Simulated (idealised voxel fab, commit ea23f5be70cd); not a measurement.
The process module that follows is named voxel lift off.
Each square cell in cross-section cut measures 5 nm, and the section as a whole is 190 nm wide.
Throughout this document, each cross-section is represented as a grid of square cells and is presented as a sequence of bands enumerated from the top downward, where a band comprises one or more rows of cells.
First you get the band's top height and its bottom height, in nm, and then the materials it's made of, left to right, with each width in nm. If you see a single material with "all across", that one covers the band edge to edge. "empty" is empty space.
Heights are expressed relative to 0, this being the level below which the as-received wafer comprises one material exclusively. The lowest band is unbounded in the downward direction and is denoted as in "z 0 and below".
The two numbers in a width such as "30 to 40" mark its ends across the band: the first belongs to the top row of cells, the second to the bottom row, and from each row to the next the width moves by the same amount.
Take "nothing changed" at face value: in the step it is given for, the cross-section changed in none of its cells.
In "Sealed void list" the enclosed voids are listed, meaning empty spaces of 8 cells or larger without any opening to the top. The form is width x height at distance, distance from the left edge, units nm.
Where a step's line continues beyond its settings, the continuation is a remark by the simulator itself on that step.
overlay nm: mask right of planned place by this much (step with mask). Neg. = left.

Plan
1: RECEIVE: material Si
2: CONFORMAL_DEP: material Al2O3, thk nm 5
3: PATTERN: tone open, mask id LINES, material resist, width nm 30, pitch nm 55, thk nm 20, overlay nm 0
4: DIRECTIONAL_DEP: material Ru, thk nm 10
5: STRIP: etch materials resist
6: CONFORMAL_DEP: material SiCN, thk nm 5
Split variable: thk nm, step 6. Plan value = first wafer. Wafers start alike.

Sectional view: first of several wafers, as received, after step 1
z 0 and below | Si all across
Sealed void list: none

Each wafer at the end: cells of each material gained (+) or lost (-) since it was received, then its closed voids
thk nm 5, +38 Al2O3, +24 Ru, +46 SiCN, Sealed void list: none
thk nm 10, +38 Al2O3, +24 Ru, +92 SiCN, Sealed void list: none
thk nm 15, +38 Al2O3, +24 Ru, +136 SiCN, Sealed void list: none
thk nm 20, +38 Al2O3, +24 Ru, +178 SiCN, Sealed void list: none
